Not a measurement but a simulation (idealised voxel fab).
The following is a process module called voxel self aligned vias.
Cross-section cut spans 215 nm and uses square cells 5 nm in size.
Bands, listed from the top down, are how a cross-section gets written in this document; the cross-section itself is a grid of square cells, and a band is one or more rows of them. Top, bottom (nm), then materials left to right with widths (nm); lone material tagged "everywhere" fills the whole band edge to edge; "empty" = empty space. Ref level 0: as-received wafer is one material below here. Bottom band extends down with no lower bound ("0 nm and below"). Width "30 to 40": first value at the band's top row of cells, second value at its bottom row, equal change from row to row. "no change" means the step left every cell of the cross-section as it was. Enclosed voids (no open way to top), threshold 8 cells or more, entry "Closed voids list", notation width x height at distance, distance from left edge, nm. On a step's line, text after the settings is the simulator commenting on that step. overlay nm: mask right of planned place by this much (step with mask). Neg. = left.

# This section lists the process steps that were planned
| 1 | RECEIVE with material Si |
| 2 | CONFORMAL_DEP with material SiO2, thk nm 10 |
| 3 | CONFORMAL_DEP with material SiCN, thk nm 5 |
| 4 | DIRECTIONAL_DEP with material lowk, thk nm 20 |
| 5 | MASKED_ETCH with tone open, mask id LINES, width nm 30, pitch nm 60, etch materials lowk, depth nm 20, overlay nm 0 |
| 6 | CONFORMAL_DEP with material TiN, thk nm 5 |
| 7 | FILL_DEP with material W, thk nm 5 |
| 8 | CMP with height nm 35 |
| 9 | SELECTIVE_ETCH with etch materials W Ru TiN, depth nm 10 |
| 10 | FILL_DEP with material SiN, thk nm 10 |
| 11 | CMP with height nm 35 |
| 12 | DIRECTIONAL_DEP with material lowk, thk nm 20 |
| 13 | PATTERN with tone open, mask id VIAS, material resist, width nm 40, pitch nm 60, thk nm 15, overlay nm 0 |
| 14 | DIRECTIONAL_ETCH with etch materials lowk, depth nm 20 |
| 15 | DIRECTIONAL_ETCH with etch materials SiN, depth nm 10 |
| 16 | STRIP with etch materials resist |
| 17 | CONFORMAL_DEP with material TiN, thk nm 5 |
| 18 | FILL_DEP with material Cu, thk nm 10 |
| 19 | CMP with height nm 55 |
| 20 | CONFORMAL_DEP with material SiCN, thk nm 5 |

# Incoming wafer, cross-sectional view, post step 1
- 0 nm and below = Si everywhere
- Closed voids list: none

# The module was run from the start shown above using the plan shown above, but one mistake was made doing it; the resulting wafer cross-section is below
- 60 nm to 55 nm = SiCN everywhere
- 55 nm to 35 nm = 25 lowk, 5 TiN, 30 Cu, 5 TiN, 20 lowk, 5 TiN, 30 Cu, 5 TiN, 20 lowk, 5 TiN, 30 Cu, 5 TiN, 30 lowk
- 35 nm to 30 nm = 25 SiN, 10 TiN, 20 Cu, 10 TiN, 20 SiN, 10 TiN, 20 Cu, 10 TiN, 20 SiN, 10 TiN, 20 Cu, 10 TiN, 30 SiN
- 30 nm to 25 nm = 30 lowk, 30 TiN, 30 lowk, 30 TiN, 30 lowk, 30 TiN, 35 lowk
- 25 nm to 15 nm = 30 lowk, 5 TiN, 20 W, 5 TiN, 30 lowk, 5 TiN, 20 W, 5 TiN, 30 lowk, 5 TiN, 20 W, 5 TiN, 35 lowk
- 15 nm to 10 nm = 30 lowk, 30 TiN, 30 lowk, 30 TiN, 30 lowk, 30 TiN, 35 lowk
- 10 nm to 0 nm = SiO2 everywhere
- 0 nm and below = Si everywhere
- Closed voids list: none
Against the plan, the run slipped here: step 3 from the plan never happened, it was just skipped
